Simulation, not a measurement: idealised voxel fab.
Presented below is a process module, voxel wiring stack.
Square cells of 5 nm make up the cross-section cut, whose width is 235 nm.
When this document writes out a cross-section, it uses a grid of square cells and lists it as bands, beginning at the top and moving down, with a band standing for one or more rows of cells. Top height, bottom height, nm. Materials left to right, width each, nm. Single material + "edge to edge" = fills band edge to edge. "empty" = empty. Zero point of the height axis is 0; under it, received wafer = one material. Lowest band: continues down indefinitely, "top 0, no bottom". With a width like "30..40", each row of cells in the band differs from the next by the same amount, the top row carrying the first number and the bottom row the second. Reading "identical to before" for a step: not a cell of the cross-section changed in it. Heads up: "Closed voids list" only lists the empty pockets with no open path to the top that are 8 cells or more, and it writes them as width x height at distance, distance from the left edge, in nm. after a step's settings: what the simulator itself notes on the step. The line of a step may include "overlay nm". On a step with a mask, this value is how far to the right of its planned place the mask lay. A negative value means the mask lay to the left.
### plan
1: op RECEIVE | material Si
2: op CONFORMAL_DEP | material SiO2 | thk nm 15
3: op DIRECTIONAL_DEP | material TiN | thk nm 5
4: op DIRECTIONAL_DEP | material W | thk nm 25
5: op DIRECTIONAL_DEP | material aC | thk nm 15
6: op PATTERN | tone cover | mask id METAL_1 | material resist | width nm 25 | pitch nm 45 | thk nm 35 | overlay nm 0
7: op DIRECTIONAL_ETCH | etch materials aC | depth nm 15
8: op STRIP | etch materials resist
9: op DIRECTIONAL_ETCH | etch materials W | depth nm 25
10: op DIRECTIONAL_ETCH | etch materials TiN | depth nm 5
11: op STRIP | etch materials aC
12: op CONFORMAL_DEP | material SiCN | thk nm 5
13: op FILL_DEP | material lowk | thk nm 10
14: op CMP | height nm 45
15: op CONFORMAL_DEP | material SiCN | thk nm 5
16: op DIRECTIONAL_DEP | material SiO2 | thk nm 30
17: op DIRECTIONAL_DEP | material aC | thk nm 15
18: op PATTERN | tone open | mask id METAL_2 | material resist | width nm 25 | pitch nm 45 | thk nm 35 | overlay nm 0
19: op DIRECTIONAL_ETCH | etch materials aC | depth nm 15
20: op STRIP | etch materials resist
21: op DIRECTIONAL_ETCH | etch materials SiO2 | depth nm 15
22: op STRIP | etch materials aC
23: op MASKED_ETCH | tone open | mask id METAL_2_HOLES | width nm 15 | pitch nm 45 | etch materials SiO2 | depth nm 15 | overlay nm 0
24: op MASKED_ETCH | tone open | mask id METAL_2_HOLES | width nm 15 | pitch nm 45 | etch materials SiCN | depth nm 5 | overlay nm 0
25: op CONFORMAL_DEP | material TiN | thk nm 5
26: op FILL_DEP | material Cu | thk nm 10
27: op CMP | height nm 80
28: op CONFORMAL_DEP | material SiCN | thk nm 5
29: op DIRECTIONAL_DEP | material SiO2 | thk nm 25
30: op PATTERN | tone open | mask id METAL_3 | material resist | width nm 25 | pitch nm 45 | thk nm 15 | overlay nm 0
31: op DIRECTIONAL_ETCH | etch materials SiO2 | depth nm 15
32: op STRIP | etch materials resist
33: op MASKED_ETCH | tone open | mask id METAL_3_HOLES | width nm 15 | pitch nm 90 | etch materials SiO2 | depth nm 10 | overlay nm 0
34: op MASKED_ETCH | tone open | mask id METAL_3_HOLES | width nm 15 | pitch nm 90 | etch materials SiCN | depth nm 5 | overlay nm 0
35: op CONFORMAL_DEP | material TiN | thk nm 5
36: op FILL_DEP | material Cu | thk nm 10
37: op CMP | height nm 110
38: op CONFORMAL_DEP | material SiCN | thk nm 5
### Delivered wafer in cross-section: state after step 1
* top 0, no bottom: Si edge to edge
* Closed voids list: none
### One mistake in running the module, otherwise start and plan as above: cross-section at the end
* top 115, bottom 110: SiCN edge to edge
* top 110, bottom 100: 60 SiO2 | 5 TiN | 15 Cu | 5 TiN | 20 SiO2 | 5 TiN | 15 Cu | 5 TiN | 20 SiO2 | 5 TiN | 15 Cu | 5 TiN | 60 SiO2
* top 100, bottom 95: 60 SiO2 | 5 TiN | 5 Cu | 15 TiN | 20 SiO2 | 25 TiN | 20 SiO2 | 5 TiN | 5 Cu | 15 TiN | 60 SiO2
* top 95, bottom 85: 60 SiO2 | 5 TiN | 5 Cu | 5 TiN | 75 SiO2 | 5 TiN | 5 Cu | 5 TiN | 70 SiO2
* top 85, bottom 80: 60 SiCN | 15 TiN | 75 SiCN | 15 TiN | 70 SiCN
* top 80, bottom 75: 60 SiCN | 15 TiN | 30 SiCN | 15 TiN | 30 SiCN | 15 TiN | 70 SiCN
* top 75, bottom 45: SiO2 edge to edge
* top 45, bottom 20: 55 lowk | 5 SiCN | 25 W | 5 SiCN | 10 lowk | 5 SiCN | 25 W | 5 SiCN | 10 lowk | 5 SiCN | 25 W | 5 SiCN | 55 lowk
* top 20, bottom 15: 60 SiCN | 25 TiN | 20 SiCN | 25 TiN | 20 SiCN | 25 TiN | 60 SiCN
* top 15, bottom 0: SiO2 edge to edge
* top 0, no bottom: Si edge to edge
* Closed voids list: none
Misprocessing identified: mixed up steps 15 and 16 - ran each in the other's place
